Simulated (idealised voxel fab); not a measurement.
The process module that follows is named voxel transistor to metal.
Section shown: cut. Width: 170 nm. Cell size: 5 nm, square.
Format of a cross-section: grid, square cells. Given as bands. Order: top down. Band: one or more rows of cells.
The band entry comprises the height of the band's top followed by the height of its bottom, expressed in nm, and subsequently the band's materials from left to right, each stated together with its width in nm. Where a single material is marked with the word "throughout", that material fills the band from edge to edge. The word "empty" represents empty space.
Heights are measured from 0, the level below which the as-received wafer is all one material; the lowest band has no bottom and continues downward, written as in "0 down".
Graded width ("30 to 40"): value in top row of band = first number; value in bottom row = second number; row-to-row change constant.
No cell of the cross-section changed in a step that is given as "same as before".
If an empty space has no open way to the top and is at least 8 cells in size, "Enclosed internal cavities" lists it, written width x height at distance, where distance is measured from the left edge and every value is in nm.
Read whatever lies past the settings on a step's line as the simulator's own remark about the step.
The line of a step may include "overlay nm". On a step with a mask, this value is how far to the right of its planned place the mask lay. A negative value means the mask lay to the left.
Below is the list of planned process steps
1,RECEIVE: material Si
2,OXIDIZE: depth nm 5
3,CONFORMAL_DEP: material SiN, thk nm 10
4,DIRECTIONAL_DEP: material aC, thk nm 10
5,PATTERN: tone cover, mask id ACTIVE, material resist, width nm 105, thk nm 25, overlay nm 0
6,DIRECTIONAL_ETCH: etch materials aC, depth nm 10
7,STRIP: etch materials resist
8,DIRECTIONAL_ETCH: etch materials SiN, depth nm 10
9,DIRECTIONAL_ETCH: etch materials SiO2, depth nm 5
10,DIRECTIONAL_ETCH: etch materials Si, depth nm 20
11,STRIP: etch materials aC
12,FILL_DEP: material SiO2, thk nm 10
13,CMP: height nm 10
14,SELECTIVE_ETCH: etch materials SiO2, depth nm 10
15,STRIP: etch materials SiN
16,SELECTIVE_ETCH: etch materials SiO2, depth nm 5
17,OXIDIZE: depth nm 5
18,DIRECTIONAL_DEP: material polySi, thk nm 25
19,DIRECTIONAL_DEP: material SiCN, thk nm 10
20,MASKED_ETCH: tone cover, mask id GATE, width nm 15, etch materials SiCN, depth nm 20, overlay nm 0
21,MASKED_ETCH: tone cover, mask id GATE, width nm 15, etch materials polySi, depth nm 35, overlay nm 0
22,CONFORMAL_DEP: material SiN, thk nm 10
23,DIRECTIONAL_ETCH: etch materials SiN, depth nm 10
24,DIRECTIONAL_ETCH: etch materials SiO2, depth nm 5
25,DIRECTIONAL_ETCH: etch materials Si, depth nm 10
26,EPI: material pSi, thk nm 10
27,FILL_DEP: material SiO2, thk nm 5
28,CMP: height nm 30
29,DIRECTIONAL_DEP: material SiO2, thk nm 10
30,MASKED_ETCH: tone open, mask id CONTACT, width nm 30, pitch nm 55, etch materials SiO2, depth nm 50, overlay nm 0
31,CONFORMAL_DEP: material TiN, thk nm 5
32,FILL_DEP: material Ru, thk nm 5
33,CMP: height nm 40
34,DIRECTIONAL_DEP: material TiN, thk nm 5
35,DIRECTIONAL_DEP: material W, thk nm 15
36,MASKED_ETCH: tone cover, mask id METAL_1, width nm 20, pitch nm 65, etch materials W, depth nm 15, overlay nm 0
37,MASKED_ETCH: tone cover, mask id METAL_1, width nm 20, pitch nm 65, etch materials TiN, depth nm 5, overlay nm 0
38,FILL_DEP: material SiO2, thk nm 10
39,CMP: height nm 60
40,CONFORMAL_DEP: material SiCN, thk nm 5
Here's what the wafer looked like in cross-section when it arrived - that's after step 1
    0 down: Si throughout
    Enclosed internal cavities: none
Wafer cross-section at module end: first of two, run to plan
    65 to 60: SiCN throughout
    60 to 45: 40 of SiO2, then 20 of W, then 45 of SiO2, then 20 of W, then 45 of SiO2
    45 to 40: 40 of SiO2, then 20 of TiN, then 45 of SiO2, then 20 of TiN, then 45 of SiO2
    40 to 30: 40 of SiO2, then 5 of TiN, then 20 to 15 of Ru, then 5 to 10 of TiN, then 25 of SiO2, then 5 to 10 of TiN, then 20 to 15 of Ru, then 5 of TiN, then 45 of SiO2
    30 to 20: 40 of SiO2, then 5 of TiN, then 15 of Ru, then 5 of TiN, then 10 of SiN, then 15 of SiCN, then 10 of SiN, then 5 of TiN, then 15 of Ru, then 5 of TiN, then 45 of SiO2
    20 to 5: 40 of SiO2, then 5 of TiN, then 15 of Ru, then 5 of TiN, then 10 of SiN, then 15 of polySi, then 10 of SiN, then 5 of TiN, then 15 of Ru, then 5 of TiN, then 45 of SiO2
    5 to 0: 40 of SiO2, then 5 of TiN, then 5 of Ru, then 15 of TiN, then 10 of SiN, then 15 of polySi, then 10 of SiN, then 15 of TiN, then 5 of Ru, then 5 of TiN, then 45 of SiO2
    0 to -5: 40 of SiO2, then 5 of TiN, then 5 of Ru, then 5 of TiN, then 10 of pSi, then 10 of SiN, then 15 of polySi, then 10 of SiN, then 10 of pSi, then 5 of TiN, then 5 of Ru, then 5 of TiN, then 45 of SiO2
    -5 to -10: 40 of SiO2, then 15 of TiN, then 10 of pSi, then 35 of SiO2, then 10 of pSi, then 15 of TiN, then 45 of SiO2
    -10 to -20: 30 of SiO2, then 35 of pSi, then 35 of Si, then 35 of pSi, then 35 of SiO2
    -20 to -25: 30 of SiO2, then 105 of Si, then 35 of SiO2
    -25 down: Si throughout
    Enclosed internal cavities: none
Second wafer through the module, sectioned at the end: same beginning and same plan as the first wafer, with one mistake in carrying it out
    70 to 65: SiCN throughout
    65 to 60: SiO2 throughout
    60 to 45: 40 of SiO2, then 20 of W, then 45 of SiO2, then 20 of W, then 45 of SiO2
    45 to 40: 40 of SiO2, then 20 of TiN, then 45 of SiO2, then 20 of TiN, then 45 of SiO2
    40 to 30: 40 of SiO2, then 5 of TiN, then 20 to 15 of Ru, then 5 to 10 of TiN, then 25 of SiO2, then 5 to 10 of TiN, then 20 to 15 of Ru, then 5 of TiN, then 45 of SiO2
    30 to 20: 40 of SiO2, then 5 of TiN, then 15 of Ru, then 5 of TiN, then 10 of SiN, then 15 of SiCN, then 10 of SiN, then 5 of TiN, then 15 of Ru, then 5 of TiN, then 45 of SiO2
    20 to 5: 40 of SiO2, then 5 of TiN, then 15 of Ru, then 5 of TiN, then 10 of SiN, then 15 of polySi, then 10 of SiN, then 5 of TiN, then 15 of Ru, then 5 of TiN, then 45 of SiO2
    5 to 0: 40 of SiO2, then 5 of TiN, then 5 of Ru, then 15 of TiN, then 10 of SiN, then 15 of polySi, then 10 of SiN, then 15 of TiN, then 5 of Ru, then 5 of TiN, then 45 of SiO2
    0 to -5: 40 of SiO2, then 5 of TiN, then 5 of Ru, then 5 of TiN, then 10 of pSi, then 10 of SiN, then 15 of polySi, then 10 of SiN, then 10 of pSi, then 5 of TiN, then 5 of Ru, then 5 of TiN, then 45 of SiO2
    -5 to -10: 40 of SiO2, then 15 of TiN, then 10 of pSi, then 35 of SiO2, then 10 of pSi, then 15 of TiN, then 45 of SiO2
    -10 to -20: 30 of SiO2, then 35 of pSi, then 35 of Si, then 35 of pSi, then 35 of SiO2
    -20 to -25: 30 of SiO2, then 105 of Si, then 35 of SiO2
    -25 down: Si throughout
    Enclosed internal cavities: none
What broke from the plan during processing? step 39 did not happen as planned, as run it was CMP: height nm 65
Final wafer comparison in cells, second versus first, more or fewer per material: SiO2: 34 more
